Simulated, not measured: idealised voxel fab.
process module | voxel double patterning
cross-section cut | 275 nm wide | cells 5 nm
A cross-section is a grid of square cells, given in bands from the top down. A band is one or more rows of cells.
Each band's line starts with the height of the band's top and of its bottom, in nm. Then come its materials from left to right, each with its width in nm. One material with "throughout" fills the band from edge to edge. "air" is empty space.
Height 0 is the level under which the wafer as received is all one material. The lowest band goes on downwards, as in "0 down".
A width such as "30 to 40" changes by the same amount from each row of cells to the next, from the band's top row to its bottom row.
"no change" after a step means that no cell of the cross-section changed.
closed voids: empty space of 8 cells or more with no open way to the top, each as width x height at its distance from the left edge, in nm
after a step's settings: what the simulator itself notes on the step
overlay nm, on a step with a mask: how far to the right of its planned place the mask lay; to the left if negative
plan
1 op RECEIVE | material Si
2 op CONFORMAL_DEP | material SiO2 | thk nm 10
3 op DIRECTIONAL_DEP | material polySi | thk nm 15
4 op DIRECTIONAL_DEP | material SiCN | thk nm 5
5 op MASKED_ETCH | tone open | mask id FIRST | width nm 15 | pitch nm 50 | etch materials SiCN | depth nm 5 | overlay nm 0
6 op DIRECTIONAL_DEP | material aC | thk nm 10
7 op PATTERN | tone open | mask id SECOND | material resist | width nm 15 | pitch nm 50 | thk nm 25 | overlay nm 0
8 op DIRECTIONAL_ETCH | etch materials aC | depth nm 10
9 op STRIP | etch materials resist
10 op DIRECTIONAL_ETCH | etch materials SiCN | depth nm 5
11 op STRIP | etch materials aC
12 op DIRECTIONAL_ETCH | etch materials polySi | depth nm 15
13 op STRIP | etch materials SiCN
first wafer, as planned
as received, after step 1
  0 down: Si throughout
  closed voids: none
after step 2
  10 to 0: SiO2 throughout
  below 0: unchanged
after step 3
  25 to 10: polySi throughout
  below 10: unchanged
after step 4
  30 to 25: SiCN throughout
  below 25: unchanged
after step 5
  30 to 25: SiCN 80 | air 15 | SiCN 35 | air 15 | SiCN 35 | air 15 | SiCN 80
  below 25: unchanged
after step 6
  40 to 35: aC 80 | air 15 | aC 35 | air 15 | aC 35 | air 15 | aC 80
  35 to 30: aC throughout
  30 to 25: SiCN 80 | aC 15 | SiCN 35 | aC 15 | SiCN 35 | aC 15 | SiCN 80
  below 25: unchanged
after step 7
  65 to 40: resist 105 | air 15 | resist 35 | air 15 | resist 105
  40 to 35: aC 80 | resist 15 | aC 35 | resist 15 | aC 35 | resist 15 | aC 80
  below 35: unchanged
after step 8
  55 to 40: resist 105 | air 15 | resist 35 | air 15 | resist 105
  40 to 35: aC 80 | resist 15 | aC 10 | air 15 | aC 10 | resist 15 | aC 10 | air 15 | aC 10 | resist 15 | aC 80
  35 to 30: aC 105 | air 15 | aC 35 | air 15 | aC 105
  below 30: unchanged
after step 9
  40 to 35: aC 80 | air 15 | aC 10 | air 15 | aC 10 | air 15 | aC 10 | air 15 | aC 10 | air 15 | aC 80
  below 35: unchanged
after step 10
  40 to 35: aC 80 | air 15 | aC 10 | air 15 | aC 10 | air 15 | aC 10 | air 15 | aC 10 | air 15 | aC 80
  35 to 30: aC 105 | air 15 | aC 35 | air 15 | aC 105
  30 to 25: SiCN 80 | aC 15 | SiCN 10 | air 15 | SiCN 10 | aC 15 | SiCN 10 | air 15 | SiCN 10 | aC 15 | SiCN 80
  below 25: unchanged
after step 11
  30 to 25: SiCN 80 | air 15 | SiCN 10 | air 15 | SiCN 10 | air 15 | SiCN 10 | air 15 | SiCN 10 | air 15 | SiCN 80
  below 25: unchanged
after step 12
  30 to 25: SiCN 80 | air 15 | SiCN 10 | air 15 | SiCN 10 | air 15 | SiCN 10 | air 15 | SiCN 10 | air 15 | SiCN 80
  25 to 10: polySi 80 | air 15 | polySi 10 | air 15 | polySi 10 | air 15 | polySi 10 | air 15 | polySi 10 | air 15 | polySi 80
  below 10: unchanged
after step 13
  25 to 10: polySi 80 | air 15 | polySi 10 | air 15 | polySi 10 | air 15 | polySi 10 | air 15 | polySi 10 | air 15 | polySi 80
  below 10: unchanged
second wafer: like start, like plan, one mistake. Through step 1 it matches the first wafer
when step 2 should have ended: no change
when step 3 should have ended
  15 to 0: polySi throughout
  below 0: unchanged
when step 4 should have ended
  20 to 15: SiCN throughout
  below 15: unchanged
when step 5 should have ended
  20 to 15: SiCN 80 | air 15 | SiCN 35 | air 15 | SiCN 35 | air 15 | SiCN 80
  below 15: unchanged
when step 6 should have ended
  30 to 25: aC 80 | air 15 | aC 35 | air 15 | aC 35 | air 15 | aC 80
  25 to 20: aC throughout
  20 to 15: SiCN 80 | aC 15 | SiCN 35 | aC 15 | SiCN 35 | aC 15 | SiCN 80
  below 15: unchanged
when step 7 should have ended
  55 to 30: resist 105 | air 15 | resist 35 | air 15 | resist 105
  30 to 25: aC 80 | resist 15 | aC 35 | resist 15 | aC 35 | resist 15 | aC 80
  below 25: unchanged
when step 8 should have ended
  45 to 30: resist 105 | air 15 | resist 35 | air 15 | resist 105
  30 to 25: aC 80 | resist 15 | aC 10 | air 15 | aC 10 | resist 15 | aC 10 | air 15 | aC 10 | resist 15 | aC 80
  25 to 20: aC 105 | air 15 | aC 35 | air 15 | aC 105
  below 20: unchanged
when step 9 should have ended
  30 to 25: aC 80 | air 15 | aC 10 | air 15 | aC 10 | air 15 | aC 10 | air 15 | aC 10 | air 15 | aC 80
  below 25: unchanged
when step 10 should have ended
  30 to 25: aC 80 | air 15 | aC 10 | air 15 | aC 10 | air 15 | aC 10 | air 15 | aC 10 | air 15 | aC 80
  25 to 20: aC 105 | air 15 | aC 35 | air 15 | aC 105
  20 to 15: SiCN 80 | aC 15 | SiCN 10 | air 15 | SiCN 10 | aC 15 | SiCN 10 | air 15 | SiCN 10 | aC 15 | SiCN 80
  below 15: unchanged
when step 11 should have ended
  20 to 15: SiCN 80 | air 15 | SiCN 10 | air 15 | SiCN 10 | air 15 | SiCN 10 | air 15 | SiCN 10 | air 15 | SiCN 80
  below 15: unchanged
when step 12 should have ended
  20 to 15: SiCN 80 | air 15 | SiCN 10 | air 15 | SiCN 10 | air 15 | SiCN 10 | air 15 | SiCN 10 | air 15 | SiCN 80
  15 to 0: polySi 80 | air 15 | polySi 10 | air 15 | polySi 10 | air 15 | polySi 10 | air 15 | polySi 10 | air 15 | polySi 80
  below 0: unchanged
when step 13 should have ended
  15 to 0: polySi 80 | air 15 | polySi 10 | air 15 | polySi 10 | air 15 | polySi 10 | air 15 | polySi 10 | air 15 | polySi 80
  below 0: unchanged
what went wrong: step 2 was left out
at the end the second wafer has, in cells: 110 fewer of SiO2
